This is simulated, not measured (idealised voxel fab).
The following process module bears the name voxel wiring stack.
Pictured: cross-section cut, 165 nm wide, on a grid of 5 nm square cells.
Heads up, the way a cross-section reads in here is a grid of square cells, handed over as bands from the top down, with every band being one or more rows of cells.
Read a band's entry like this: the first values are the height of its top and the height of its bottom in nm, and what follows is the sequence of materials from left to right, each with its width in nm. Note that "empty" is empty space, and that a single material marked "edge to edge" reaches across the band from edge to edge.
Note: height 0 marks the level under which the wafer is uniformly one material as received. Lowest band unbounded below, written "0..down".
The expression "30->40" gives the width at the extremes of the band, the first number at its top row of cells and the second at its bottom row, with the width changing by equal amounts from each row to the next in between.
You'll sometimes find "no modification" written for a step, and that's the way of saying that nowhere in the cross-section did a cell change during that step.
Enclosed voids (no open way to top), threshold 8 cells or more, entry "Closed void table", notation width x height at distance, distance from left edge, nm.
What comes after the settings on a step's line is commentary from the simulator itself on that step.
The line of a step may include "overlay nm". On a step with a mask, this value is how far to the right of its planned place the mask lay. A negative value means the mask lay to the left.
Planned process steps:
1 RECEIVE, material Si
2 CONFORMAL_DEP, material SiO2, thk nm 15
3 CONFORMAL_DEP, material SiCN, thk nm 5
4 DIRECTIONAL_DEP, material SiO2, thk nm 20
5 PATTERN, tone open, mask id METAL_1, material resist, width nm 25, pitch nm 50, thk nm 20, overlay nm 0
6 DIRECTIONAL_ETCH, etch materials SiO2, depth nm 20
7 DIRECTIONAL_ETCH, etch materials SiCN, depth nm 5
8 STRIP, etch materials resist
9 CONFORMAL_DEP, material TiN, thk nm 5
10 FILL_DEP, material Cu, thk nm 10
11 CMP, height nm 40
12 EPI, material Ru, thk nm 5
13 FILL_DEP, material SiCN, thk nm 5
14 DIRECTIONAL_DEP, material SiO2, thk nm 15
15 DIRECTIONAL_DEP, material aC, thk nm 10
16 PATTERN, tone open, mask id PLUG_1, material resist, width nm 15, thk nm 25, overlay nm 0
17 DIRECTIONAL_ETCH, etch materials aC, depth nm 10
18 STRIP, etch materials resist
19 DIRECTIONAL_ETCH, etch materials SiO2, depth nm 15
20 DIRECTIONAL_ETCH, etch materials SiCN, depth nm 5
21 STRIP, etch materials aC
22 CONFORMAL_DEP, material TiN, thk nm 5
23 FILL_DEP, material Cu, thk nm 5
24 CMP, height nm 65
25 DIRECTIONAL_DEP, material TiN, thk nm 5
26 DIRECTIONAL_DEP, material W, thk nm 15
27 MASKED_ETCH, tone cover, mask id METAL_2, width nm 25, pitch nm 50, etch materials W, depth nm 15, overlay nm 0
28 MASKED_ETCH, tone cover, mask id METAL_2, width nm 25, pitch nm 50, etch materials TiN, depth nm 5, overlay nm 0
29 FILL_DEP, material lowk, thk nm 10
30 CMP, height nm 85
31 CONFORMAL_DEP, material SiCN, thk nm 5
32 DIRECTIONAL_DEP, material lowk, thk nm 25
33 DIRECTIONAL_DEP, material aC, thk nm 10
34 PATTERN, tone open, mask id METAL_3_HOLES, material resist, width nm 15, thk nm 30, overlay nm 0
35 DIRECTIONAL_ETCH, etch materials aC, depth nm 10
36 STRIP, etch materials resist
37 DIRECTIONAL_ETCH, etch materials lowk, depth nm 25
38 STRIP, etch materials aC
39 MASKED_ETCH, tone open, mask id METAL_3, width nm 25, pitch nm 50, etch materials lowk, depth nm 15, overlay nm 0
40 MASKED_ETCH, tone open, mask id METAL_3, width nm 25, pitch nm 50, etch materials SiCN, depth nm 5, overlay nm 0
41 CONFORMAL_DEP, material TiN, thk nm 5
42 FILL_DEP, material Ru, thk nm 5
43 CMP, height nm 115
44 CONFORMAL_DEP, material SiCN, thk nm 5
45 DIRECTIONAL_DEP, material SiO2, thk nm 30
46 DIRECTIONAL_DEP, material aC, thk nm 15
47 PATTERN, tone open, mask id METAL_4_HOLES, material resist, width nm 15, pitch nm 50, thk nm 30, overlay nm 0
48 DIRECTIONAL_ETCH, etch materials aC, depth nm 15
49 STRIP, etch materials resist
50 DIRECTIONAL_ETCH, etch materials SiO2, depth nm 30
51 STRIP, etch materials aC
52 DIRECTIONAL_DEP, material aC, thk nm 15
53 PATTERN, tone open, mask id METAL_4, material resist, width nm 25, pitch nm 50, thk nm 30, overlay nm 0
54 DIRECTIONAL_ETCH, etch materials aC, depth nm 15
55 STRIP, etch materials resist
56 DIRECTIONAL_ETCH, etch materials SiO2, depth nm 15
57 DIRECTIONAL_ETCH, etch materials SiCN, depth nm 5
58 STRIP, etch materials aC
59 CONFORMAL_DEP, material TiN, thk nm 5
60 FILL_DEP, material Cu, thk nm 5
61 CMP, height nm 150
62 CONFORMAL_DEP, material SiN, thk nm 5
Across this set of wafers, the varied parameter is the width nm of step 47. Starting conditions are identical for every wafer, and the plan reports the value assigned to the first wafer.
Cross-section: the first of several wafers in its as-received state, i.e. following step 1:
	0..down = Si edge to edge
	Closed void table: none
Here is how to read the rows: every wafer has a row, and it shows the wafer at the end of the module, giving for each material how many cells were gained (+) or lost (-) since the wafer was received, then listing its closed voids:
width nm 15; +47 Cu; +29 Ru; +129 SiCN; +33 SiN; +431 SiO2; +103 TiN; +30 W; +221 lowk; Closed void table: none
width nm 20; +55 Cu; +29 Ru; +127 SiCN; +33 SiN; +425 SiO2; +103 TiN; +30 W; +221 lowk; Closed void table: none
width nm 25; +65 Cu; +29 Ru; +127 SiCN; +33 SiN; +413 SiO2; +105 TiN; +30 W; +221 lowk; Closed void table: none
width nm 30; +73 Cu; +29 Ru; +125 SiCN; +33 SiN; +407 SiO2; +105 TiN; +30 W; +221 lowk; Closed void table: none
